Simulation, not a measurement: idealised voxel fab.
process module | voxel transistor to metal
cross-section cut | 285 nm wide | cells 5 nm
A cross-section is a grid of square cells, given in bands from the top down. A band is one or more rows of cells.
Each band's line starts with the height of the band's top and of its bottom, in nm. Then come its materials from left to right, each with its width in nm. One material with "throughout" fills the band from edge to edge. "air" is empty space.
Height 0 is the level under which the wafer as received is all one material. The lowest band goes on downwards, as in "0 down".
A width such as "30 to 40" changes by the same amount from each row of cells to the next, from the band's top row to its bottom row.
"no change" after a step means that no cell of the cross-section changed.
closed voids: empty space of 8 cells or more with no open way to the top, each as width x height at its distance from the left edge, in nm
after a step's settings: what the simulator itself notes on the step
overlay nm, on a step with a mask: how far to the right of its planned place the mask lay; to the left if negative
plan
1 op RECEIVE | material Si
2 op OXIDIZE | depth nm 5
3 op CONFORMAL_DEP | material SiN | thk nm 10
4 op DIRECTIONAL_DEP | material aC | thk nm 15
5 op PATTERN | tone cover | mask id ACTIVE | material resist | width nm 105 | pitch nm 130 | thk nm 30 | overlay nm 0
6 op DIRECTIONAL_ETCH | etch materials aC | depth nm 15
7 op STRIP | etch materials resist
8 op DIRECTIONAL_ETCH | etch materials SiN | depth nm 10
9 op DIRECTIONAL_ETCH | etch materials SiO2 | depth nm 5
10 op DIRECTIONAL_ETCH | etch materials Si | depth nm 20
11 op STRIP | etch materials aC
12 op FILL_DEP | material SiO2 | thk nm 5
13 op CMP | height nm 10
14 op SELECTIVE_ETCH | etch materials SiO2 | depth nm 10
15 op STRIP | etch materials SiN
16 op SELECTIVE_ETCH | etch materials SiO2 | depth nm 5
17 op OXIDIZE | depth nm 5
18 op DIRECTIONAL_DEP | material polySi | thk nm 20
19 op DIRECTIONAL_DEP | material SiCN | thk nm 10
20 op PATTERN | tone cover | mask id GATE | material resist | width nm 35 | pitch nm 130 | thk nm 15 | overlay nm 0
21 op DIRECTIONAL_ETCH | etch materials SiCN | depth nm 20
22 op DIRECTIONAL_ETCH | etch materials polySi | depth nm 30
23 op STRIP | etch materials resist
24 op CONFORMAL_DEP | material SiN | thk nm 10
25 op DIRECTIONAL_ETCH | etch materials SiN | depth nm 10
26 op DIRECTIONAL_ETCH | etch materials SiO2 | depth nm 5
27 op DIRECTIONAL_ETCH | etch materials Si | depth nm 10
28 op EPI | material pSi | thk nm 15
29 op FILL_DEP | material SiO2 | thk nm 5
30 op CMP | height nm 15
31 op STRIP | etch materials polySi
32 op SELECTIVE_ETCH | etch materials SiO2 | depth nm 5
33 op CONFORMAL_DEP | material HfO2 | thk nm 5
34 op CONFORMAL_DEP | material TiN | thk nm 5
35 op FILL_DEP | material W | thk nm 10
36 op CMP | height nm 10
37 op DIRECTIONAL_DEP | material SiO2 | thk nm 10
38 op MASKED_ETCH | tone open | mask id CONTACT | width nm 15 | etch materials SiO2 | depth nm 25 | overlay nm 0
39 op CONFORMAL_DEP | material TiN | thk nm 5
40 op FILL_DEP | material W | thk nm 10
41 op CMP | height nm 20
42 op DIRECTIONAL_DEP | material TiN | thk nm 5
43 op DIRECTIONAL_DEP | material W | thk nm 25
44 op PATTERN | tone cover | mask id METAL_1 | material resist | width nm 15 | thk nm 15 | overlay nm 0
45 op DIRECTIONAL_ETCH | etch materials W | depth nm 25
46 op DIRECTIONAL_ETCH | etch materials TiN | depth nm 5
47 op STRIP | etch materials resist
48 op CONFORMAL_DEP | material SiN | thk nm 5
49 op FILL_DEP | material lowk | thk nm 5
50 op CMP | height nm 50
51 op CONFORMAL_DEP | material SiCN | thk nm 5
52 op DIRECTIONAL_DEP | material lowk | thk nm 25
53 op DIRECTIONAL_DEP | material aC | thk nm 10
54 op PATTERN | tone open | mask id METAL_2 | material resist | width nm 15 | pitch nm 130 | thk nm 25 | overlay nm 0
55 op DIRECTIONAL_ETCH | etch materials aC | depth nm 10
56 op STRIP | etch materials resist
57 op DIRECTIONAL_ETCH | etch materials lowk | depth nm 15
58 op STRIP | etch materials aC
59 op DIRECTIONAL_DEP | material aC | thk nm 15
60 op PATTERN | tone open | mask id METAL_2_HOLES | material resist | width nm 15 | pitch nm 130 | thk nm 35 | overlay nm 0
61 op DIRECTIONAL_ETCH | etch materials aC | depth nm 15
62 op STRIP | etch materials resist
63 op DIRECTIONAL_ETCH | etch materials lowk | depth nm 10
64 op DIRECTIONAL_ETCH | etch materials SiCN | depth nm 5
65 op STRIP | etch materials aC
66 op CONFORMAL_DEP | material TiN | thk nm 5
67 op FILL_DEP | material Cu | thk nm 10
68 op CMP | height nm 80
69 op CONFORMAL_DEP | material SiCN | thk nm 5
as received, after step 1
  0 down: Si throughout
  closed voids: none
first wafer at the end, as planned
  85 to 80: SiCN throughout
  80 to 55: lowk 30 | TiN 5 | Cu 5 | TiN 5 | lowk 115 | TiN 5 | Cu 5 | TiN 5 | lowk 110
  55 to 50: SiCN 30 | TiN 15 | SiCN 115 | TiN 15 | SiCN 110
  50 to 25: lowk 25 | SiN 5 | W 15 | SiN 5 | lowk 55 | SiN 5 | W 15 | SiN 5 | lowk 25 | SiN 5 | W 15 | SiN 5 | lowk 55 | SiN 5 | W 15 | SiN 5 | lowk 25
  25 to 20: SiN 30 | TiN 15 | SiN 65 | TiN 15 | SiN 35 | TiN 15 | SiN 65 | TiN 15 | SiN 30
  20 to 10: SiO2 30 | TiN 5 | W 5 | TiN 5 | SiO2 65 | TiN 5 | W 5 | TiN 5 | SiO2 35 | TiN 5 | W 5 | TiN 5 | SiO2 65 | TiN 5 | W 5 | TiN 5 | SiO2 30
  10 to 5: SiO2 30 | TiN 15 | SiO2 5 | SiN 10 | HfO2 5 | TiN 5 | W 15 | TiN 5 | HfO2 5 | SiN 10 | SiO2 5 | TiN 15 | SiO2 35 | TiN 15 | SiO2 5 | SiN 10 | HfO2 5 | TiN 5 | W 15 | TiN 5 | HfO2 5 | SiN 10 | SiO2 5 | TiN 15 | SiO2 30
  5 to 0: SiO2 30 | TiN 5 | pSi 15 | SiN 10 | HfO2 5 | TiN 5 | W 15 | TiN 5 | HfO2 5 | SiN 10 | pSi 15 | TiN 5 | SiO2 35 | TiN 5 | pSi 15 | SiN 10 | HfO2 5 | TiN 5 | W 15 | TiN 5 | HfO2 5 | SiN 10 | pSi 15 | TiN 5 | SiO2 30
  0 to -5: SiO2 30 | TiN 5 | pSi 15 | SiN 10 | HfO2 5 | TiN 25 | HfO2 5 | SiN 10 | pSi 15 | TiN 5 | SiO2 35 | TiN 5 | pSi 15 | SiN 10 | HfO2 5 | TiN 25 | HfO2 5 | SiN 10 | pSi 15 | TiN 5 | SiO2 30
  -5 to -10: SiO2 20 | pSi 30 | SiO2 5 | HfO2 45 | SiO2 5 | pSi 30 | SiO2 15 | pSi 30 | SiO2 5 | HfO2 45 | SiO2 5 | pSi 30 | SiO2 20
  -10 to -20: SiO2 25 | pSi 25 | Si 55 | pSi 25 | SiO2 25 | pSi 25 | Si 55 | pSi 25 | SiO2 25
  -20 to -25: SiO2 25 | Si 105 | SiO2 25 | Si 105 | SiO2 25
  -25 down: Si throughout
  closed voids: none
second wafer at the end: like start, like plan, one mistake
  85 to 80: SiCN throughout
  80 to 55: lowk 30 | TiN 5 | Cu 5 | TiN 5 | lowk 115 | TiN 5 | Cu 5 | TiN 5 | lowk 110
  55 to 50: SiCN 30 | TiN 15 | SiCN 115 | TiN 15 | SiCN 110
  50 to 25: lowk 25 | SiN 5 | W 15 | SiN 5 | lowk 55 | SiN 5 | W 15 | SiN 5 | lowk 25 | SiN 5 | W 15 | SiN 5 | lowk 55 | SiN 5 | W 15 | SiN 5 | lowk 25
  25 to 20: SiN 30 | TiN 15 | SiN 65 | TiN 15 | SiN 35 | TiN 15 | SiN 65 | TiN 15 | SiN 30
  20 to 10: SiO2 30 | TiN 5 | W 5 | TiN 5 | SiO2 65 | TiN 5 | W 5 | TiN 5 | SiO2 35 | TiN 5 | W 5 | TiN 5 | SiO2 65 | TiN 5 | W 5 | TiN 5 | SiO2 30
  10 to 0: SiO2 30 | TiN 5 | W 5 | TiN 5 | SiO2 5 | SiN 10 | HfO2 5 | TiN 5 | W 15 | TiN 5 | HfO2 5 | SiN 10 | SiO2 5 | TiN 5 | W 5 | TiN 5 | SiO2 35 | TiN 5 | W 5 | TiN 5 | SiO2 5 | SiN 10 | HfO2 5 | TiN 5 | W 15 | TiN 5 | HfO2 5 | SiN 10 | SiO2 5 | TiN 5 | W 5 | TiN 5 | SiO2 30
  0 to -5: SiO2 30 | TiN 15 | SiO2 5 | SiN 10 | HfO2 5 | TiN 25 | HfO2 5 | SiN 10 | SiO2 5 | TiN 15 | SiO2 35 | TiN 15 | SiO2 5 | SiN 10 | HfO2 5 | TiN 25 | HfO2 5 | SiN 10 | SiO2 5 | TiN 15 | SiO2 30
  -5 to -10: pSi 30 | SiO2 25 | HfO2 45 | SiO2 25 | pSi 35 | SiO2 25 | HfO2 45 | SiO2 25 | pSi 30
  -10 to -20: pSi 25 | SiO2 105 | pSi 25 | SiO2 105 | pSi 25
  -20 to -25: Si 25 | SiO2 105 | Si 25 | SiO2 105 | Si 25
  -25 down: Si throughout
  closed voids: none
what went wrong: step 5 ran as: op PATTERN | tone open | mask id ACTIVE | material resist | width nm 105 | pitch nm 130 | thk nm 30 | overlay nm 0
at the end the second wafer has, in cells: 71 fewer of Si | 94 more of SiO2 | 8 more of TiN | 8 more of W | 39 fewer of pSi
